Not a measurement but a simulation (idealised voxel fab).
You're looking at the process module voxel self aligned vias.
For reference, the cross-section in this document is cut, with width 230 nm and square cells of 5 nm.
Each cross-section below is a grid of square cells, stated as bands in top-down order, with one or more rows of cells making up each band. Band entry format. Leading values: height of top, height of bottom, nm. Remainder: materials in left-to-right order, each with its width in nm. Special words: "edge to edge" on a single material, which then fills the band edge to edge; "air", empty space. Basically, 0 is our baseline, since under it the wafer straight out of the box is all one material. The bottom band has no lower end and keeps on going down, so it looks like "from 0 down". Graded width ("30->40"): value in top row of band = first number; value in bottom row = second number; row-to-row change constant. "remained unchanged" for a step: no cell of the cross-section changed in that step. So "Closed void table" is basically the list of trapped voids: any empty space of 8 cells or more that can't reach the top through an opening. They're written width x height at distance, the distance being from the left edge, and it's all nm. Heads up: the bit after the settings on a step's line is the simulator's remark on that step. overlay nm: mask offset rightward from planned place, masked step; negative means leftward offset.
[The process steps that were planned are listed below]
- 1: RECEIVE [material Si]
- 2: CONFORMAL_DEP [material SiO2] [thk nm 10]
- 3: CONFORMAL_DEP [material SiCN] [thk nm 5]
- 4: DIRECTIONAL_DEP [material SiO2] [thk nm 30]
- 5: DIRECTIONAL_DEP [material aC] [thk nm 15]
- 6: PATTERN [tone open] [mask id LINES] [material resist] [width nm 25] [pitch nm 55] [thk nm 30] [overlay nm 0]
- 7: DIRECTIONAL_ETCH [etch materials aC] [depth nm 15]
- 8: STRIP [etch materials resist]
- 9: DIRECTIONAL_ETCH [etch materials SiO2] [depth nm 30]
- 10: STRIP [etch materials aC]
- 11: CONFORMAL_DEP [material TiN] [thk nm 5]
- 12: FILL_DEP [material W] [thk nm 5]
- 13: CMP [height nm 45]
- 14: SELECTIVE_ETCH [etch materials W Ru TiN] [depth nm 10]
- 15: FILL_DEP [material SiN] [thk nm 5]
- 16: CMP [height nm 45]
- 17: DIRECTIONAL_DEP [material SiO2] [thk nm 15]
- 18: DIRECTIONAL_DEP [material aC] [thk nm 10]
- 19: PATTERN [tone open] [mask id VIAS] [material resist] [width nm 35] [pitch nm 55] [thk nm 25] [overlay nm 0]
- 20: DIRECTIONAL_ETCH [etch materials aC] [depth nm 10]
- 21: STRIP [etch materials resist]
- 22: DIRECTIONAL_ETCH [etch materials SiO2] [depth nm 15]
- 23: DIRECTIONAL_ETCH [etch materials SiN] [depth nm 10]
- 24: STRIP [etch materials aC]
- 25: CONFORMAL_DEP [material TiN] [thk nm 5]
- 26: FILL_DEP [material Ru] [thk nm 5]
- 27: CMP [height nm 60]
- 28: CONFORMAL_DEP [material SiCN] [thk nm 5]
[Here's what the wafer looked like in cross-section when it arrived - that's after step 1]
- from 0 down  Si edge to edge
- Closed void table: none
[As-planned run: cross-section of the first of two wafers at end of module]
- from 65 to 60  SiCN edge to edge
- from 60 to 50  40 of SiO2 / 5 of TiN / 25 of Ru / 5 of TiN / 20 of SiO2 / 5 of TiN / 25 of Ru / 5 of TiN / 20 of SiO2 / 5 of TiN / 25 of Ru / 5 of TiN / 45 of SiO2
- from 50 to 40  40->45 of SiO2 / 10->5 of TiN / 15 of Ru / 10->5 of TiN / 20->30 of SiO2 / 10->5 of TiN / 15 of Ru / 10->5 of TiN / 20->30 of SiO2 / 10->5 of TiN / 15 of Ru / 10->5 of TiN / 45->50 of SiO2
- from 40 to 35  45 of SiO2 / 25 of TiN / 30 of SiO2 / 25 of TiN / 30 of SiO2 / 25 of TiN / 50 of SiO2
- from 35 to 20  45 of SiO2 / 5 of TiN / 15 of W / 5 of TiN / 30 of SiO2 / 5 of TiN / 15 of W / 5 of TiN / 30 of SiO2 / 5 of TiN / 15 of W / 5 of TiN / 50 of SiO2
- from 20 to 15  45 of SiO2 / 25 of TiN / 30 of SiO2 / 25 of TiN / 30 of SiO2 / 25 of TiN / 50 of SiO2
- from 15 to 10  SiCN edge to edge
- from 10 to 0  SiO2 edge to edge
- from 0 down  Si edge to edge
- Closed void table: none
[End of module, second wafer, cross-section. Started like the first, planned like the first, run with one mistake]
- from 65 to 60  SiCN edge to edge
- from 60 to 50  40 of SiO2 / 5 of TiN / 25 of Ru / 5 of TiN / 20 of SiO2 / 5 of TiN / 25 of Ru / 5 of TiN / 20 of SiO2 / 5 of TiN / 25 of Ru / 5 of TiN / 45 of SiO2
- from 50 to 40  40->45 of SiO2 / 10->5 of TiN / 15 of Ru / 10->5 of TiN / 20->30 of SiO2 / 10->5 of TiN / 15 of Ru / 10->5 of TiN / 20->30 of SiO2 / 10->5 of TiN / 15 of Ru / 10->5 of TiN / 45->50 of SiO2
- from 40 to 35  45 of SiO2 / 25 of TiN / 30 of SiO2 / 25 of TiN / 30 of SiO2 / 25 of TiN / 50 of SiO2
- from 35 to 30  45 of SiO2 / 25 of SiN / 30 of SiO2 / 25 of SiN / 30 of SiO2 / 25 of SiN / 50 of SiO2
- from 30 to 20  45 of SiO2 / 5 of TiN / 15 of W / 5 of TiN / 30 of SiO2 / 5 of TiN / 15 of W / 5 of TiN / 30 of SiO2 / 5 of TiN / 15 of W / 5 of TiN / 50 of SiO2
- from 20 to 15  45 of SiO2 / 25 of TiN / 30 of SiO2 / 25 of TiN / 30 of SiO2 / 25 of TiN / 50 of SiO2
- from 15 to 10  SiCN edge to edge
- from 10 to 0  SiO2 edge to edge
- from 0 down  Si edge to edge
- Closed void table: none
What was the processing mistake? step 14 off recipe, ran as SELECTIVE_ETCH [etch materials W Ru TiN] [depth nm 15]
Cell-count delta at end, second wafer over first, by material: 15 more of SiN, 6 fewer of TiN, 9 fewer of W
